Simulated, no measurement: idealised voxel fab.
Proc. module: voxel trench capacitor
Cross-sectional view cut (width: 280 nm; square cell size: 5 nm).
Notation: cross-section as square-cell grid; stated in bands, top first, going down; one or more cell rows per band.
Band entry format. Leading values: height of top, height of bottom, nm. Remainder: materials in left-to-right order, each with its width in nm. Special words: "edge to edge" on a single material, which then fills the band edge to edge; "blank", empty space.
Heads up on the height convention: 0 is the point under which the incoming wafer is all one material, and the lowest band has no bottom, it just keeps going down, like "z 0 and below".
The two numbers in a width such as "30->40" mark its ends across the band: the first belongs to the top row of cells, the second to the bottom row, and from each row to the next the width moves by the same amount.
Given "remained the same" for a step, no cell of the cross-section differs between before and after that step.
"Enclosed empty spaces": empty spaces of 8 cells or more with no open way to the top, each given as width x height at distance, distance from the left edge, all in nm.
Step line, after settings: the simulator's comment on this step.
The optional step-line setting "overlay nm" applies to steps with a mask and quantifies how far to the right of its planned location the mask lay, a negative value indicating leftward placement.
### So here's the lineup of process steps we planned
- 1: op RECEIVE | material Si
- 2: op CONFORMAL_DEP | material SiN | thk nm 5
- 3: op PATTERN | tone open | mask id TRENCH | material resist | width nm 25 | pitch nm 55 | thk nm 15 | overlay nm 0
- 4: op DIRECTIONAL_ETCH | etch materials SiN | depth nm 5
- 5: op DIRECTIONAL_ETCH | etch materials Si | depth nm 25
- 6: op STRIP | etch materials resist
- 7: op CONFORMAL_DEP | material Al2O3 | thk nm 5
- 8: op FILL_DEP | material polySi | thk nm 5
- 9: op CMP | height nm 5
### As-received state of the wafer in cross-section, equivalent to post-step 1
- z 0 and below  Si edge to edge
- Enclosed empty spaces: none
### Starting structure and process plan are as shown above, but one mistake was made in running the module; the wafer cross-section at the end of the module follows
- z 5 to 0  95 polySi, 5 Al2O3, 25 SiN, 5 Al2O3, 20 polySi, 5 Al2O3, 25 SiN, 5 Al2O3, 95 polySi
- z 0 to -20  95 polySi, 5 Al2O3, 25 Si, 5 Al2O3, 20 polySi, 5 Al2O3, 25 Si, 5 Al2O3, 95 polySi
- z -20 to -25  100 Al2O3, 25 Si, 30 Al2O3, 25 Si, 100 Al2O3
- z -25 and below  Si edge to edge
- Enclosed empty spaces: none
What was the processing mistake? step 3 did not happen as planned, as run it was op PATTERN | tone cover | mask id TRENCH | material resist | width nm 25 | pitch nm 55 | thk nm 15 | overlay nm 0
